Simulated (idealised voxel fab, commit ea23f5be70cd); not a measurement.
process module | voxel transistor to metal
cross-section cut | 185 nm wide | cells 5 nm
A cross-section is a grid of square cells, given in bands from the top down. A band is one or more rows of cells.
Each band's line starts with the height of the band's top and of its bottom, in nm. Then come its materials from left to right, each with its width in nm. One material with "throughout" fills the band from edge to edge. "air" is empty space.
Height 0 is the level under which the wafer as received is all one material. The lowest band goes on downwards, as in "0 down".
A width such as "30 to 40" changes by the same amount from each row of cells to the next, from the band's top row to its bottom row.
"no change" after a step means that no cell of the cross-section changed.
closed voids: empty space of 8 cells or more with no open way to the top, each as width x height at its distance from the left edge, in nm
after a step's settings: what the simulator itself notes on the step
overlay nm, on a step with a mask: how far to the right of its planned place the mask lay; to the left if negative
plan
1 op RECEIVE | material Si
2 op CONFORMAL_DEP | material SiO2 | thk nm 5
3 op CONFORMAL_DEP | material SiN | thk nm 15
4 op DIRECTIONAL_DEP | material aC | thk nm 15
5 op PATTERN | tone cover | mask id ACTIVE | material resist | width nm 95 | thk nm 30 | overlay nm 0
6 op DIRECTIONAL_ETCH | etch materials aC | depth nm 15
7 op STRIP | etch materials resist
8 op DIRECTIONAL_ETCH | etch materials SiN | depth nm 15
9 op DIRECTIONAL_ETCH | etch materials SiO2 | depth nm 5
10 op DIRECTIONAL_ETCH | etch materials Si | depth nm 35
11 op STRIP | etch materials aC
12 op OXIDIZE | depth nm 5
13 op FILL_DEP | material SiO2 | thk nm 10
14 op CMP | height nm 20
15 op SELECTIVE_ETCH | etch materials SiO2 | depth nm 15
16 op STRIP | etch materials SiN
17 op SELECTIVE_ETCH | etch materials SiO2 | depth nm 5
18 op OXIDIZE | depth nm 5
19 op DIRECTIONAL_DEP | material polySi | thk nm 20
20 op DIRECTIONAL_DEP | material SiCN | thk nm 10
21 op MASKED_ETCH | tone cover | mask id GATE | width nm 25 | etch materials SiCN | depth nm 20 | overlay nm 0
22 op MASKED_ETCH | tone cover | mask id GATE | width nm 25 | etch materials polySi | depth nm 30 | overlay nm 0
23 op CONFORMAL_DEP | material SiN | thk nm 5
24 op DIRECTIONAL_ETCH | etch materials SiN | depth nm 5
25 op DIRECTIONAL_ETCH | etch materials SiO2 | depth nm 5
26 op DIRECTIONAL_ETCH | etch materials Si | depth nm 10
27 op EPI | material SiGe | thk nm 10
28 op FILL_DEP | material SiO2 | thk nm 10
29 op CMP | height nm 20
30 op STRIP | etch materials polySi
31 op SELECTIVE_ETCH | etch materials SiO2 | depth nm 5
32 op CONFORMAL_DEP | material HfO2 | thk nm 5
33 op CONFORMAL_DEP | material TiN | thk nm 5
34 op FILL_DEP | material W | thk nm 10
35 op CMP | height nm 15
36 op DIRECTIONAL_DEP | material SiO2 | thk nm 15
37 op DIRECTIONAL_DEP | material aC | thk nm 15
38 op PATTERN | tone open | mask id CONTACT | material resist | width nm 15 | pitch nm 70 | thk nm 35 | overlay nm 0
39 op DIRECTIONAL_ETCH | etch materials aC | depth nm 15
40 op STRIP | etch materials resist
41 op DIRECTIONAL_ETCH | etch materials SiO2 | depth nm 35
42 op STRIP | etch materials aC
43 op CONFORMAL_DEP | material TiN | thk nm 5
44 op FILL_DEP | material W | thk nm 10
45 op CMP | height nm 30
46 op DIRECTIONAL_DEP | material TiN | thk nm 5
47 op DIRECTIONAL_DEP | material W | thk nm 25
48 op MASKED_ETCH | tone cover | mask id METAL_1 | width nm 15 | pitch nm 70 | etch materials W | depth nm 25 | overlay nm 0
49 op MASKED_ETCH | tone cover | mask id METAL_1 | width nm 15 | pitch nm 70 | etch materials TiN | depth nm 5 | overlay nm 0
50 op CONFORMAL_DEP | material SiN | thk nm 5
51 op FILL_DEP | material SiO2 | thk nm 10
52 op CMP | height nm 60
53 op CONFORMAL_DEP | material SiCN | thk nm 5
first wafer, as planned
as received, after step 1
  0 down: Si throughout
  closed voids: none
after step 2
  5 to 0: SiO2 throughout
  below 0: unchanged
after step 3
  20 to 5: SiN throughout
  below 5: unchanged
after step 4
  35 to 20: aC throughout
  below 20: unchanged
after step 5
  65 to 35: air 45 | resist 95 | air 45
  below 35: unchanged
after step 6
  50 to 35: air 45 | resist 95 | air 45
  35 to 20: air 45 | aC 95 | air 45
  below 20: unchanged
after step 7
  35 to 20: air 45 | aC 95 | air 45
  below 20: unchanged
after step 8
  35 to 20: air 45 | aC 95 | air 45
  20 to 5: air 45 | SiN 95 | air 45
  below 5: unchanged
after step 9
  35 to 20: air 45 | aC 95 | air 45
  20 to 5: air 45 | SiN 95 | air 45
  5 to 0: air 45 | SiO2 95 | air 45
  below 0: unchanged
after step 10
  35 to 20: air 45 | aC 95 | air 45
  20 to 5: air 45 | SiN 95 | air 45
  5 to 0: air 45 | SiO2 95 | air 45
  0 to -35: air 45 | Si 95 | air 45
  below -35: unchanged
after step 11
  20 to 5: air 45 | SiN 95 | air 45
  below 5: unchanged
after step 12
  20 to 5: air 45 | SiN 95 | air 45
  5 to 0: air 45 | SiO2 95 | air 45
  0 to -35: air 45 | SiO2 5 | Si 85 | SiO2 5 | air 45
  -35 to -40: SiO2 50 | Si 85 | SiO2 50
  below -40: unchanged
after step 13
  30 to 20: SiO2 throughout
  20 to 5: SiO2 45 | SiN 95 | SiO2 45
  5 to 0: SiO2 throughout
  0 to -40: SiO2 50 | Si 85 | SiO2 50
  below -40: unchanged
after step 14
  20 to 5: SiO2 45 | SiN 95 | SiO2 45
  below 5: unchanged
after step 15
  20 to 5: air 45 | SiN 95 | air 45
  below 5: unchanged
after step 16
  5 to 0: SiO2 throughout
  below 0: unchanged
after step 17
  0 to -40: SiO2 50 | Si 85 | SiO2 50
  below -40: unchanged
after step 18
  0 to -5: SiO2 throughout
  below -5: unchanged
after step 19
  20 to 0: polySi throughout
  below 0: unchanged
after step 20
  30 to 20: SiCN throughout
  below 20: unchanged
after step 21
  30 to 20: air 80 | SiCN 25 | air 80
  below 20: unchanged
after step 22
  30 to 20: air 80 | SiCN 25 | air 80
  20 to 0: air 80 | polySi 25 | air 80
  below 0: unchanged
after step 23
  35 to 30: air 75 | SiN 35 | air 75
  30 to 20: air 75 | SiN 5 | SiCN 25 | SiN 5 | air 75
  20 to 5: air 75 | SiN 5 | polySi 25 | SiN 5 | air 75
  5 to 0: SiN 80 | polySi 25 | SiN 80
  below 0: unchanged
after step 24
  30 to 20: air 75 | SiN 5 | SiCN 25 | SiN 5 | air 75
  20 to 0: air 75 | SiN 5 | polySi 25 | SiN 5 | air 75
  below 0: unchanged
after step 25
  30 to 20: air 75 | SiN 5 | SiCN 25 | SiN 5 | air 75
  20 to 0: air 75 | SiN 5 | polySi 25 | SiN 5 | air 75
  0 to -5: air 75 | SiO2 35 | air 75
  below -5: unchanged
after step 26
  30 to 20: air 75 | SiN 5 | SiCN 25 | SiN 5 | air 75
  20 to 0: air 75 | SiN 5 | polySi 25 | SiN 5 | air 75
  0 to -5: air 75 | SiO2 35 | air 75
  -5 to -15: SiO2 50 | air 25 | Si 35 | air 25 | SiO2 50
  below -15: unchanged
after step 27
  30 to 20: air 75 | SiN 5 | SiCN 25 | SiN 5 | air 75
  20 to 5: air 75 | SiN 5 | polySi 25 | SiN 5 | air 75
  5 to 0: air 65 | SiGe 10 | SiN 5 | polySi 25 | SiN 5 | SiGe 10 | air 65
  0 to -5: air 65 | SiGe 10 | SiO2 35 | SiGe 10 | air 65
  -5 to -15: SiO2 50 | SiGe 25 | Si 35 | SiGe 25 | SiO2 50
  below -15: unchanged
after step 28
  40 to 30: SiO2 throughout
  30 to 20: SiO2 75 | SiN 5 | SiCN 25 | SiN 5 | SiO2 75
  20 to 5: SiO2 75 | SiN 5 | polySi 25 | SiN 5 | SiO2 75
  5 to 0: SiO2 65 | SiGe 10 | SiN 5 | polySi 25 | SiN 5 | SiGe 10 | SiO2 65
  0 to -5: SiO2 65 | SiGe 10 | SiO2 35 | SiGe 10 | SiO2 65
  below -5: unchanged
after step 29
  20 to 5: SiO2 75 | SiN 5 | polySi 25 | SiN 5 | SiO2 75
  below 5: unchanged
after step 30
  20 to 5: SiO2 75 | SiN 5 | air 25 | SiN 5 | SiO2 75
  5 to 0: SiO2 65 | SiGe 10 | SiN 5 | air 25 | SiN 5 | SiGe 10 | SiO2 65
  below 0: unchanged
after step 31
  20 to 15: air 75 | SiN 5 | air 25 | SiN 5 | air 75
  15 to 5: SiO2 75 | SiN 5 | air 25 | SiN 5 | SiO2 75
  5 to 0: SiO2 65 | SiGe 10 | SiN 5 | air 25 | SiN 5 | SiGe 10 | SiO2 65
  0 to -5: SiO2 65 | SiGe 10 | air 35 | SiGe 10 | SiO2 65
  below -5: unchanged
after step 32
  25 to 20: air 70 | HfO2 15 | air 15 | HfO2 15 | air 70
  20 to 15: HfO2 75 | SiN 5 | HfO2 5 | air 15 | HfO2 5 | SiN 5 | HfO2 75
  15 to 5: SiO2 75 | SiN 5 | HfO2 5 | air 15 | HfO2 5 | SiN 5 | SiO2 75
  5 to 0: SiO2 65 | SiGe 10 | SiN 5 | HfO2 5 | air 15 | HfO2 5 | SiN 5 | SiGe 10 | SiO2 65
  0 to -5: SiO2 65 | SiGe 10 | HfO2 35 | SiGe 10 | SiO2 65
  below -5: unchanged
after step 33
  30 to 25: air 65 | TiN 25 | air 5 | TiN 25 | air 65
  25 to 20: TiN 70 | HfO2 15 | TiN 5 | air 5 | TiN 5 | HfO2 15 | TiN 70
  20 to 15: HfO2 75 | SiN 5 | HfO2 5 | TiN 5 | air 5 | TiN 5 | HfO2 5 | SiN 5 | HfO2 75
  15 to 5: SiO2 75 | SiN 5 | HfO2 5 | TiN 5 | air 5 | TiN 5 | HfO2 5 | SiN 5 | SiO2 75
  5 to 0: SiO2 65 | SiGe 10 | SiN 5 | HfO2 5 | TiN 15 | HfO2 5 | SiN 5 | SiGe 10 | SiO2 65
  below 0: unchanged
after step 34
  40 to 30: W throughout
  30 to 25: W 65 | TiN 25 | W 5 | TiN 25 | W 65
  25 to 20: TiN 70 | HfO2 15 | TiN 5 | W 5 | TiN 5 | HfO2 15 | TiN 70
  20 to 15: HfO2 75 | SiN 5 | HfO2 5 | TiN 5 | W 5 | TiN 5 | HfO2 5 | SiN 5 | HfO2 75
  15 to 5: SiO2 75 | SiN 5 | HfO2 5 | TiN 5 | W 5 | TiN 5 | HfO2 5 | SiN 5 | SiO2 75
  below 5: unchanged
after step 35
  15 to 5: SiO2 75 | SiN 5 | HfO2 5 | TiN 5 | W 5 | TiN 5 | HfO2 5 | SiN 5 | SiO2 75
  below 5: unchanged
after step 36
  30 to 15: SiO2 throughout
  below 15: unchanged
after step 37
  45 to 30: aC throughout
  below 30: unchanged
after step 38
  80 to 45: resist 50 | air 15 | resist 55 | air 15 | resist 50
  below 45: unchanged
after step 39
  65 to 45: resist 50 | air 15 | resist 55 | air 15 | resist 50
  45 to 30: aC 50 | air 15 | aC 55 | air 15 | aC 50
  below 30: unchanged
after step 40
  45 to 30: aC 50 | air 15 | aC 55 | air 15 | aC 50
  below 30: unchanged
after step 41
  45 to 30: aC 50 | air 15 | aC 55 | air 15 | aC 50
  30 to 15: SiO2 50 | air 15 | SiO2 55 | air 15 | SiO2 50
  15 to 5: SiO2 50 | air 15 | SiO2 10 | SiN 5 | HfO2 5 | TiN 5 | W 5 | TiN 5 | HfO2 5 | SiN 5 | SiO2 10 | air 15 | SiO2 50
  5 to 0: SiO2 50 | air 15 | SiGe 10 | SiN 5 | HfO2 5 | TiN 15 | HfO2 5 | SiN 5 | SiGe 10 | air 15 | SiO2 50
  0 to -5: SiO2 50 | air 15 | SiGe 10 | HfO2 35 | SiGe 10 | air 15 | SiO2 50
  below -5: unchanged
after step 42
  30 to 15: SiO2 50 | air 15 | SiO2 55 | air 15 | SiO2 50
  below 15: unchanged
after step 43
  35 to 30: TiN 55 | air 5 | TiN 65 | air 5 | TiN 55
  30 to 15: SiO2 50 | TiN 5 | air 5 | TiN 5 | SiO2 55 | TiN 5 | air 5 | TiN 5 | SiO2 50
  15 to 5: SiO2 50 | TiN 5 | air 5 | TiN 5 | SiO2 10 | SiN 5 | HfO2 5 | TiN 5 | W 5 | TiN 5 | HfO2 5 | SiN 5 | SiO2 10 | TiN 5 | air 5 | TiN 5 | SiO2 50
  5 to 0: SiO2 50 | TiN 5 | air 5 | TiN 5 | SiGe 10 | SiN 5 | HfO2 5 | TiN 15 | HfO2 5 | SiN 5 | SiGe 10 | TiN 5 | air 5 | TiN 5 | SiO2 50
  0 to -5: SiO2 50 | TiN 15 | SiGe 10 | HfO2 35 | SiGe 10 | TiN 15 | SiO2 50
  below -5: unchanged
after step 44
  45 to 35: W throughout
  35 to 30: TiN 55 | W 5 | TiN 65 | W 5 | TiN 55
  30 to 15: SiO2 50 | TiN 5 | W 5 | TiN 5 | SiO2 55 | TiN 5 | W 5 | TiN 5 | SiO2 50
  15 to 5: SiO2 50 | TiN 5 | W 5 | TiN 5 | SiO2 10 | SiN 5 | HfO2 5 | TiN 5 | W 5 | TiN 5 | HfO2 5 | SiN 5 | SiO2 10 | TiN 5 | W 5 | TiN 5 | SiO2 50
  5 to 0: SiO2 50 | TiN 5 | W 5 | TiN 5 | SiGe 10 | SiN 5 | HfO2 5 | TiN 15 | HfO2 5 | SiN 5 | SiGe 10 | TiN 5 | W 5 | TiN 5 | SiO2 50
  below 0: unchanged
after step 45
  30 to 15: SiO2 50 | TiN 5 | W 5 | TiN 5 | SiO2 55 | TiN 5 | W 5 | TiN 5 | SiO2 50
  below 15: unchanged
after step 46
  35 to 30: TiN throughout
  below 30: unchanged
after step 47
  60 to 35: W throughout
  below 35: unchanged
after step 48
  60 to 35: air 50 | W 15 | air 55 | W 15 | air 50
  below 35: unchanged
after step 49
  60 to 35: air 50 | W 15 | air 55 | W 15 | air 50
  35 to 30: air 50 | TiN 15 | air 55 | TiN 15 | air 50
  below 30: unchanged
after step 50
  65 to 60: air 45 | SiN 25 | air 45 | SiN 25 | air 45
  60 to 35: air 45 | SiN 5 | W 15 | SiN 5 | air 45 | SiN 5 | W 15 | SiN 5 | air 45
  35 to 30: SiN 50 | TiN 15 | SiN 55 | TiN 15 | SiN 50
  below 30: unchanged
after step 51
  75 to 65: SiO2 throughout
  65 to 60: SiO2 45 | SiN 25 | SiO2 45 | SiN 25 | SiO2 45
  60 to 35: SiO2 45 | SiN 5 | W 15 | SiN 5 | SiO2 45 | SiN 5 | W 15 | SiN 5 | SiO2 45
  below 35: unchanged
after step 52
  60 to 35: SiO2 45 | SiN 5 | W 15 | SiN 5 | SiO2 45 | SiN 5 | W 15 | SiN 5 | SiO2 45
  below 35: unchanged
after step 53
  65 to 60: SiCN throughout
  below 60: unchanged
second wafer: like start, like plan, one mistake. Through step 4 it matches the first wafer
when step 5 should have ended
  65 to 35: resist 45 | air 95 | resist 45
  below 35: unchanged
when step 6 should have ended
  50 to 35: resist 45 | air 95 | resist 45
  35 to 20: aC 45 | air 95 | aC 45
  below 20: unchanged
when step 7 should have ended
  35 to 20: aC 45 | air 95 | aC 45
  below 20: unchanged
when step 8 should have ended
  35 to 20: aC 45 | air 95 | aC 45
  20 to 5: SiN 45 | air 95 | SiN 45
  below 5: unchanged
when step 9 should have ended
  35 to 20: aC 45 | air 95 | aC 45
  20 to 5: SiN 45 | air 95 | SiN 45
  5 to 0: SiO2 45 | air 95 | SiO2 45
  below 0: unchanged
when step 10 should have ended
  35 to 20: aC 45 | air 95 | aC 45
  20 to 5: SiN 45 | air 95 | SiN 45
  5 to 0: SiO2 45 | air 95 | SiO2 45
  0 to -35: Si 45 | air 95 | Si 45
  below -35: unchanged
when step 11 should have ended
  20 to 5: SiN 45 | air 95 | SiN 45
  below 5: unchanged
when step 12 should have ended
  20 to 5: SiN 45 | air 95 | SiN 45
  5 to 0: SiO2 45 | air 95 | SiO2 45
  0 to -35: Si 40 | SiO2 5 | air 95 | SiO2 5 | Si 40
  -35 to -40: Si 40 | SiO2 105 | Si 40
  below -40: unchanged
when step 13 should have ended
  30 to 20: SiO2 throughout
  20 to 5: SiN 45 | SiO2 95 | SiN 45
  5 to 0: SiO2 throughout
  0 to -40: Si 40 | SiO2 105 | Si 40
  below -40: unchanged
when step 14 should have ended
  20 to 5: SiN 45 | SiO2 95 | SiN 45
  below 5: unchanged
when step 15 should have ended
  20 to 5: SiN 45 | air 95 | SiN 45
  below 5: unchanged
when step 16 should have ended
  5 to 0: SiO2 throughout
  below 0: unchanged
when step 17 should have ended
  0 to -40: Si 40 | SiO2 105 | Si 40
  below -40: unchanged
when step 18 should have ended
  0 to -5: SiO2 throughout
  below -5: unchanged
when step 19 should have ended
  20 to 0: polySi throughout
  below 0: unchanged
when step 20 should have ended
  30 to 20: SiCN throughout
  below 20: unchanged
when step 21 should have ended
  30 to 20: air 80 | SiCN 25 | air 80
  below 20: unchanged
when step 22 should have ended
  30 to 20: air 80 | SiCN 25 | air 80
  20 to 0: air 80 | polySi 25 | air 80
  below 0: unchanged
when step 23 should have ended
  35 to 30: air 75 | SiN 35 | air 75
  30 to 20: air 75 | SiN 5 | SiCN 25 | SiN 5 | air 75
  20 to 5: air 75 | SiN 5 | polySi 25 | SiN 5 | air 75
  5 to 0: SiN 80 | polySi 25 | SiN 80
  below 0: unchanged
when step 24 should have ended
  30 to 20: air 75 | SiN 5 | SiCN 25 | SiN 5 | air 75
  20 to 0: air 75 | SiN 5 | polySi 25 | SiN 5 | air 75
  below 0: unchanged
when step 25 should have ended
  30 to 20: air 75 | SiN 5 | SiCN 25 | SiN 5 | air 75
  20 to 0: air 75 | SiN 5 | polySi 25 | SiN 5 | air 75
  0 to -5: air 75 | SiO2 35 | air 75
  below -5: unchanged
when step 26 should have ended
  30 to 20: air 75 | SiN 5 | SiCN 25 | SiN 5 | air 75
  20 to 0: air 75 | SiN 5 | polySi 25 | SiN 5 | air 75
  0 to -5: air 75 | SiO2 35 | air 75
  -5 to -15: air 40 | SiO2 105 | air 40
  below -15: unchanged
when step 27 should have ended
  30 to 20: air 75 | SiN 5 | SiCN 25 | SiN 5 | air 75
  20 to 0: air 75 | SiN 5 | polySi 25 | SiN 5 | air 75
  0 to -5: air 75 | SiO2 35 | air 75
  -5 to -15: SiGe 40 | SiO2 105 | SiGe 40
  below -15: unchanged
when step 28 should have ended
  40 to 30: SiO2 throughout
  30 to 20: SiO2 75 | SiN 5 | SiCN 25 | SiN 5 | SiO2 75
  20 to 0: SiO2 75 | SiN 5 | polySi 25 | SiN 5 | SiO2 75
  0 to -5: SiO2 throughout
  below -5: unchanged
when step 29 should have ended
  20 to 0: SiO2 75 | SiN 5 | polySi 25 | SiN 5 | SiO2 75
  below 0: unchanged
when step 30 should have ended
  20 to 0: SiO2 75 | SiN 5 | air 25 | SiN 5 | SiO2 75
  below 0: unchanged
when step 31 should have ended
  20 to 15: air 75 | SiN 5 | air 25 | SiN 5 | air 75
  15 to 0: SiO2 75 | SiN 5 | air 25 | SiN 5 | SiO2 75
  0 to -5: SiO2 75 | air 35 | SiO2 75
  below -5: unchanged
when step 32 should have ended
  25 to 20: air 70 | HfO2 15 | air 15 | HfO2 15 | air 70
  20 to 15: HfO2 75 | SiN 5 | HfO2 5 | air 15 | HfO2 5 | SiN 5 | HfO2 75
  15 to 0: SiO2 75 | SiN 5 | HfO2 5 | air 15 | HfO2 5 | SiN 5 | SiO2 75
  0 to -5: SiO2 75 | HfO2 35 | SiO2 75
  below -5: unchanged
when step 33 should have ended
  30 to 25: air 65 | TiN 25 | air 5 | TiN 25 | air 65
  25 to 20: TiN 70 | HfO2 15 | TiN 5 | air 5 | TiN 5 | HfO2 15 | TiN 70
  20 to 15: HfO2 75 | SiN 5 | HfO2 5 | TiN 5 | air 5 | TiN 5 | HfO2 5 | SiN 5 | HfO2 75
  15 to 5: SiO2 75 | SiN 5 | HfO2 5 | TiN 5 | air 5 | TiN 5 | HfO2 5 | SiN 5 | SiO2 75
  5 to 0: SiO2 75 | SiN 5 | HfO2 5 | TiN 15 | HfO2 5 | SiN 5 | SiO2 75
  below 0: unchanged
when step 34 should have ended
  40 to 30: W throughout
  30 to 25: W 65 | TiN 25 | W 5 | TiN 25 | W 65
  25 to 20: TiN 70 | HfO2 15 | TiN 5 | W 5 | TiN 5 | HfO2 15 | TiN 70
  20 to 15: HfO2 75 | SiN 5 | HfO2 5 | TiN 5 | W 5 | TiN 5 | HfO2 5 | SiN 5 | HfO2 75
  15 to 5: SiO2 75 | SiN 5 | HfO2 5 | TiN 5 | W 5 | TiN 5 | HfO2 5 | SiN 5 | SiO2 75
  below 5: unchanged
when step 35 should have ended
  15 to 5: SiO2 75 | SiN 5 | HfO2 5 | TiN 5 | W 5 | TiN 5 | HfO2 5 | SiN 5 | SiO2 75
  below 5: unchanged
when step 36 should have ended
  30 to 15: SiO2 throughout
  below 15: unchanged
when step 37 should have ended
  45 to 30: aC throughout
  below 30: unchanged
when step 38 should have ended
  80 to 45: resist 50 | air 15 | resist 55 | air 15 | resist 50
  below 45: unchanged
when step 39 should have ended
  65 to 45: resist 50 | air 15 | resist 55 | air 15 | resist 50
  45 to 30: aC 50 | air 15 | aC 55 | air 15 | aC 50
  below 30: unchanged
when step 40 should have ended
  45 to 30: aC 50 | air 15 | aC 55 | air 15 | aC 50
  below 30: unchanged
when step 41 should have ended
  45 to 30: aC 50 | air 15 | aC 55 | air 15 | aC 50
  30 to 15: SiO2 50 | air 15 | SiO2 55 | air 15 | SiO2 50
  15 to 5: SiO2 50 | air 15 | SiO2 10 | SiN 5 | HfO2 5 | TiN 5 | W 5 | TiN 5 | HfO2 5 | SiN 5 | SiO2 10 | air 15 | SiO2 50
  5 to 0: SiO2 50 | air 15 | SiO2 10 | SiN 5 | HfO2 5 | TiN 15 | HfO2 5 | SiN 5 | SiO2 10 | air 15 | SiO2 50
  0 to -5: SiO2 50 | air 15 | SiO2 10 | HfO2 35 | SiO2 10 | air 15 | SiO2 50
  below -5: unchanged
when step 42 should have ended
  30 to 15: SiO2 50 | air 15 | SiO2 55 | air 15 | SiO2 50
  below 15: unchanged
when step 43 should have ended
  35 to 30: TiN 55 | air 5 | TiN 65 | air 5 | TiN 55
  30 to 15: SiO2 50 | TiN 5 | air 5 | TiN 5 | SiO2 55 | TiN 5 | air 5 | TiN 5 | SiO2 50
  15 to 5: SiO2 50 | TiN 5 | air 5 | TiN 5 | SiO2 10 | SiN 5 | HfO2 5 | TiN 5 | W 5 | TiN 5 | HfO2 5 | SiN 5 | SiO2 10 | TiN 5 | air 5 | TiN 5 | SiO2 50
  5 to 0: SiO2 50 | TiN 5 | air 5 | TiN 5 | SiO2 10 | SiN 5 | HfO2 5 | TiN 15 | HfO2 5 | SiN 5 | SiO2 10 | TiN 5 | air 5 | TiN 5 | SiO2 50
  0 to -5: SiO2 50 | TiN 15 | SiO2 10 | HfO2 35 | SiO2 10 | TiN 15 | SiO2 50
  below -5: unchanged
when step 44 should have ended
  45 to 35: W throughout
  35 to 30: TiN 55 | W 5 | TiN 65 | W 5 | TiN 55
  30 to 15: SiO2 50 | TiN 5 | W 5 | TiN 5 | SiO2 55 | TiN 5 | W 5 | TiN 5 | SiO2 50
  15 to 5: SiO2 50 | TiN 5 | W 5 | TiN 5 | SiO2 10 | SiN 5 | HfO2 5 | TiN 5 | W 5 | TiN 5 | HfO2 5 | SiN 5 | SiO2 10 | TiN 5 | W 5 | TiN 5 | SiO2 50
  5 to 0: SiO2 50 | TiN 5 | W 5 | TiN 5 | SiO2 10 | SiN 5 | HfO2 5 | TiN 15 | HfO2 5 | SiN 5 | SiO2 10 | TiN 5 | W 5 | TiN 5 | SiO2 50
  below 0: unchanged
when step 45 should have ended
  30 to 15: SiO2 50 | TiN 5 | W 5 | TiN 5 | SiO2 55 | TiN 5 | W 5 | TiN 5 | SiO2 50
  below 15: unchanged
when step 46 should have ended
  35 to 30: TiN throughout
  below 30: unchanged
when step 47 should have ended
  60 to 35: W throughout
  below 35: unchanged
when step 48 should have ended
  60 to 35: air 50 | W 15 | air 55 | W 15 | air 50
  below 35: unchanged
when step 49 should have ended
  60 to 35: air 50 | W 15 | air 55 | W 15 | air 50
  35 to 30: air 50 | TiN 15 | air 55 | TiN 15 | air 50
  below 30: unchanged
when step 50 should have ended
  65 to 60: air 45 | SiN 25 | air 45 | SiN 25 | air 45
  60 to 35: air 45 | SiN 5 | W 15 | SiN 5 | air 45 | SiN 5 | W 15 | SiN 5 | air 45
  35 to 30: SiN 50 | TiN 15 | SiN 55 | TiN 15 | SiN 50
  below 30: unchanged
when step 51 should have ended
  75 to 65: SiO2 throughout
  65 to 60: SiO2 45 | SiN 25 | SiO2 45 | SiN 25 | SiO2 45
  60 to 35: SiO2 45 | SiN 5 | W 15 | SiN 5 | SiO2 45 | SiN 5 | W 15 | SiN 5 | SiO2 45
  below 35: unchanged
when step 52 should have ended
  60 to 35: SiO2 45 | SiN 5 | W 15 | SiN 5 | SiO2 45 | SiN 5 | W 15 | SiN 5 | SiO2 45
  below 35: unchanged
when step 53 should have ended
  65 to 60: SiCN throughout
  below 60: unchanged
what went wrong: step 5 ran as: op PATTERN | tone open | mask id ACTIVE | material resist | width nm 95 | thk nm 30 | overlay nm 0
at the end the second wafer has, in cells: 19 fewer of Si | 4 more of SiGe | 15 more of SiO2
